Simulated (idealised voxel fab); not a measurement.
Name of the process module below: voxel ribs on slabs
240 nm wide, 5 nm square cells: that's cross-section cut.
Bands, listed from the top down, are how a cross-section gets written in this document; the cross-section itself is a grid of square cells, and a band is one or more rows of them.
Top, bottom (nm), then materials left to right with widths (nm); lone material tagged "throughout" fills the whole band edge to edge; "blank" = empty space.
Below 0: as-received wafer, all one material; heights counted from there. Lowest band: no bottom, goes on down, written "0..down".
The two numbers in a width such as "30 to 40" mark its ends across the band: the first belongs to the top row of cells, the second to the bottom row, and from each row to the next the width moves by the same amount.
Given "remains unaltered" for a step, no cell of the cross-section differs between before and after that step.
Each empty space that has no open way to the top and spans at least 8 cells appears under "closed voids" as width x height at distance, the distance counted from the left edge, all in nm.
Where a step's line continues beyond its settings, the continuation is a remark by the simulator itself on that step.
"overlay nm", when on a step's line for a step with a mask, measures how far to the right of its planned place the mask lay; a negative measure means to the left.
**Planned process steps**
step 1: RECEIVE (material Si)
step 2: DIRECTIONAL_DEP (material SiO2; thk nm 25)
step 3: DIRECTIONAL_DEP (material SiN; thk nm 25)
step 4: PATTERN (tone cover; mask id RIB; material resist; width nm 30; thk nm 20; overlay nm 0)
step 5: DIRECTIONAL_ETCH (etch materials SiN; depth nm 5)
step 6: STRIP (etch materials resist)
step 7: PATTERN (tone cover; mask id SLAB; material resist; width nm 90; thk nm 15; overlay nm 0)
step 8: DIRECTIONAL_ETCH (etch materials SiN; depth nm 20)
step 9: STRIP (etch materials resist)
step 10: FILL_DEP (material SiO2; thk nm 20)
step 11: CMP (height nm 65)
step 12: DIRECTIONAL_DEP (material W; thk nm 5)
step 13: DIRECTIONAL_DEP (material aC; thk nm 10)
step 14: PATTERN (tone cover; mask id HEATER; material resist; width nm 40; thk nm 30; overlay nm 0)
step 15: DIRECTIONAL_ETCH (etch materials aC; depth nm 10)
step 16: STRIP (etch materials resist)
step 17: DIRECTIONAL_ETCH (etch materials W; depth nm 5)
step 18: STRIP (etch materials aC)
step 19: CONFORMAL_DEP (material SiO2; thk nm 5)
**First of the two wafers, run per plan**
**Here's what the wafer looked like in cross-section when it arrived - that's after step 1**
0..down = Si throughout
closed voids: none
**Cross-sectional representation of the wafer at the conclusion of step 2**
25..0 = SiO2 throughout
Everything below 0 is unchanged.
**Cross-sectional representation of the wafer at the conclusion of step 3**
50..25 = SiN throughout
Everything below 25 is unchanged.
**Cross-sectional representation of the wafer at the conclusion of step 4**
70..50 = blank (105), then resist (30), then blank (105)
Everything below 50 is unchanged.
**Cross-sectional representation of the wafer at the conclusion of step 5**
70..50 = blank (105), then resist (30), then blank (105)
50..45 = blank (105), then SiN (30), then blank (105)
Everything below 45 is unchanged.
**Cross-sectional representation of the wafer at the conclusion of step 6**
50..45 = blank (105), then SiN (30), then blank (105)
Everything below 45 is unchanged.
**Cross-sectional representation of the wafer at the conclusion of step 7**
65..50 = blank (75), then resist (90), then blank (75)
50..45 = blank (75), then resist (30), then SiN (30), then resist (30), then blank (75)
Everything below 45 is unchanged.
**Cross-sectional representation of the wafer at the conclusion of step 8**
65..50 = blank (75), then resist (90), then blank (75)
50..45 = blank (75), then resist (30), then SiN (30), then resist (30), then blank (75)
45..25 = blank (75), then SiN (90), then blank (75)
Everything below 25 is unchanged.
**Cross-sectional representation of the wafer at the conclusion of step 9**
50..45 = blank (105), then SiN (30), then blank (105)
Everything below 45 is unchanged.
**Cross-sectional representation of the wafer at the conclusion of step 10**
70..50 = SiO2 throughout
50..45 = SiO2 (105), then SiN (30), then SiO2 (105)
45..25 = SiO2 (75), then SiN (90), then SiO2 (75)
Everything below 25 is unchanged.
**Cross-sectional representation of the wafer at the conclusion of step 11**
65..50 = SiO2 throughout
Everything below 50 is unchanged.
**Cross-sectional representation of the wafer at the conclusion of step 12**
70..65 = W throughout
Everything below 65 is unchanged.
**Cross-sectional representation of the wafer at the conclusion of step 13**
80..70 = aC throughout
Everything below 70 is unchanged.
**Cross-sectional representation of the wafer at the conclusion of step 14**
110..80 = blank (100), then resist (40), then blank (100)
Everything below 80 is unchanged.
**Cross-sectional representation of the wafer at the conclusion of step 15**
100..80 = blank (100), then resist (40), then blank (100)
80..70 = blank (100), then aC (40), then blank (100)
Everything below 70 is unchanged.
**Cross-sectional representation of the wafer at the conclusion of step 16**
80..70 = blank (100), then aC (40), then blank (100)
Everything below 70 is unchanged.
**Cross-sectional representation of the wafer at the conclusion of step 17**
80..70 = blank (100), then aC (40), then blank (100)
70..65 = blank (100), then W (40), then blank (100)
Everything below 65 is unchanged.
**Cross-sectional representation of the wafer at the conclusion of step 18**
70..65 = blank (100), then W (40), then blank (100)
Everything below 65 is unchanged.
**Cross-sectional representation of the wafer at the conclusion of step 19**
75..70 = blank (95), then SiO2 (50), then blank (95)
70..65 = SiO2 (100), then W (40), then SiO2 (100)
Everything below 65 is unchanged.
**Wafer two. Identical start, identical plan. One mistake in execution. Identical history through step 13**
**Here is the second wafer in cross-section at the point where step 14 of the plan should have been done**
110..80 = blank (95), then resist (40), then blank (105)
Everything below 80 is unchanged.
**Here is the second wafer in cross-section at the point where step 15 of the plan should have been done**
100..80 = blank (95), then resist (40), then blank (105)
80..70 = blank (95), then aC (40), then blank (105)
Everything below 70 is unchanged.
**Here is the second wafer in cross-section at the point where step 16 of the plan should have been done**
80..70 = blank (95), then aC (40), then blank (105)
Everything below 70 is unchanged.
**Here is the second wafer in cross-section at the point where step 17 of the plan should have been done**
80..70 = blank (95), then aC (40), then blank (105)
70..65 = blank (95), then W (40), then blank (105)
Everything below 65 is unchanged.
**Here is the second wafer in cross-section at the point where step 18 of the plan should have been done**
70..65 = blank (95), then W (40), then blank (105)
Everything below 65 is unchanged.
**Here is the second wafer in cross-section at the point where step 19 of the plan should have been done**
75..70 = blank (90), then SiO2 (50), then blank (100)
70..65 = SiO2 (95), then W (40), then SiO2 (105)
Everything below 65 is unchanged.
So what did we get wrong on this run? for step 14, the planned setting was not used; the step was instead run as PATTERN (tone cover; mask id HEATER; material resist; width nm 40; thk nm 30; overlay nm -5)
The two final wafers agree on how many cells each material fills and disagree on which cells those are.
